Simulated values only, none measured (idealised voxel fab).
process module | voxel self aligned contacts
cross-section cut | 300 nm wide | cells 5 nm
A cross-section is a grid of square cells, given in bands from the top down. A band is one or more rows of cells.
Each band's line starts with the height of the band's top and of its bottom, in nm. Then come its materials from left to right, each with its width in nm. One material with "throughout" fills the band from edge to edge. "air" is empty space.
Height 0 is the level under which the wafer as received is all one material. The lowest band goes on downwards, as in "0 down".
A width such as "30 to 40" changes by the same amount from each row of cells to the next, from the band's top row to its bottom row.
"no change" after a step means that no cell of the cross-section changed.
closed voids: empty space of 8 cells or more with no open way to the top, each as width x height at its distance from the left edge, in nm
after a step's settings: what the simulator itself notes on the step
overlay nm, on a step with a mask: how far to the right of its planned place the mask lay; to the left if negative
plan
1 op RECEIVE | material Si
2 op CONFORMAL_DEP | material SiO2 | thk nm 5
3 op DIRECTIONAL_DEP | material polySi | thk nm 20
4 op DIRECTIONAL_DEP | material SiN | thk nm 20
5 op MASKED_ETCH | tone cover | mask id GATE | width nm 35 | pitch nm 60 | etch materials SiN | depth nm 20 | overlay nm 0
6 op MASKED_ETCH | tone cover | mask id GATE | width nm 35 | pitch nm 60 | etch materials polySi | depth nm 20 | overlay nm 0
7 op CONFORMAL_DEP | material SiN | thk nm 5
8 op DIRECTIONAL_ETCH | etch materials SiN | depth nm 5
9 op FILL_DEP | material SiO2 | thk nm 15
10 op CMP | height nm 50
11 op PATTERN | tone open | mask id CONTACT | material resist | width nm 35 | thk nm 15 | overlay nm 0
12 op DIRECTIONAL_ETCH | etch materials SiO2 | depth nm 50
13 op STRIP | etch materials resist
14 op CONFORMAL_DEP | material TiN | thk nm 5
15 op FILL_DEP | material W | thk nm 10
16 op CMP | height nm 50
17 op CONFORMAL_DEP | material SiN | thk nm 5
varied across the wafers: width nm of step 11. The plan shows the first wafer's value. All wafers start alike
first wafer as received, after step 1
  0 down: Si throughout
  closed voids: none
each wafer at the end: cells of each material gained (+) or lost (-) since it was received, then its closed voids
width nm 35 | +148 SiN | +422 SiO2 | +25 TiN | +9 W | +56 polySi | closed voids: none
width nm 40 | +148 SiN | +421 SiO2 | +26 TiN | +9 W | +56 polySi | closed voids: none
width nm 45 | +148 SiN | +420 SiO2 | +27 TiN | +9 W | +56 polySi | closed voids: none
width nm 50 | +148 SiN | +419 SiO2 | +28 TiN | +9 W | +56 polySi | closed voids: none
width nm 55 | +148 SiN | +418 SiO2 | +29 TiN | +9 W | +56 polySi | closed voids: none
width nm 60 | +148 SiN | +417 SiO2 | +30 TiN | +9 W | +56 polySi | closed voids: none
